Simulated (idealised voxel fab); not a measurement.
The following is a process module called voxel air gaps.
We display cut, a cross-section 270 nm in width whose square cells are each 5 nm.
A cross-section is a grid of square cells, given in bands from the top down. A band is one or more rows of cells.
Quick guide to a band line: top height, bottom height (nm) up front; then every material left to right with its width in nm. Only one material and it's marked "edge to edge"? Then it fills the band edge to edge. And "air" just means empty space.
The level at which height equals 0 is the one under which the wafer, as it arrives, is entirely one material. No lower edge exists for the bottom band, which continues downward and is notated as in "z 0 and below".
Think of "30->40" as a width that walks from the first number to the second as you go down the band, top row to bottom row, taking equal-sized steps from row to row.
What does "nothing different" mean for a step? It means no cell of the cross-section changed in that step.
Empty spaces counting at least 8 cells and having no open way to the top are listed in "Trapped cavities". The notation width x height at distance is used for each, the distance being from the left edge and all three values in nm.
Where a step's line continues beyond its settings, the continuation is a remark by the simulator itself on that step.
"overlay nm" answers the question of how far to the right of plan the mask lay on a step that has a mask, and when it is negative the answer is to the left.
[Set out below are the planned steps of the process]
1. RECEIVE,material Si
2. CONFORMAL_DEP,material SiO2,thk nm 10
3. CONFORMAL_DEP,material SiN,thk nm 5
4. DIRECTIONAL_DEP,material SiO2,thk nm 35
5. MASKED_ETCH,tone open,mask id LINES,width nm 20,pitch nm 45,etch materials SiO2,depth nm 35,overlay nm 0
6. CONFORMAL_DEP,material TiN,thk nm 5
7. FILL_DEP,material W,thk nm 5
8. CMP,height nm 50
9. EPI,material Ru,thk nm 10
10. SELECTIVE_ETCH,etch materials SiO2,depth nm 45
11. CONFORMAL_DEP,material SiCN,thk nm 5
[As-received state of the wafer in cross-section, equivalent to post-step 1]
- z 0 and below  Si edge to edge
- Trapped cavities: none
[Here's the wafer cut in cross-section after the module, started and planned just like above, except one thing was done wrong in the run]
- z 75 to 70  air 30; SiCN 205; air 35
- z 70 to 50  air 30; SiCN 5; Ru 195; SiCN 5; air 35
- z 50 to 45  air 30; SiCN 25; TiN 5; W 10; TiN 5; SiO2 25; TiN 5; W 10; TiN 5; SiO2 25; TiN 5; W 10; TiN 5; SiO2 25; TiN 5; W 10; TiN 5; SiCN 25; air 35
- z 45 to 20  air 50; SiCN 5; TiN 5; W 10; TiN 5; SiO2 25; TiN 5; W 10; TiN 5; SiO2 25; TiN 5; W 10; TiN 5; SiO2 25; TiN 5; W 10; TiN 5; SiCN 5; air 55
- z 20 to 15  SiCN 55; TiN 20; SiO2 25; TiN 20; SiO2 25; TiN 20; SiO2 25; TiN 20; SiCN 60
- z 15 to 10  SiN edge to edge
- z 10 to 0  SiO2 edge to edge
- z 0 and below  Si edge to edge
- Trapped cavities: none
What went wrong in running the wafer? plan step 9 was conducted twice
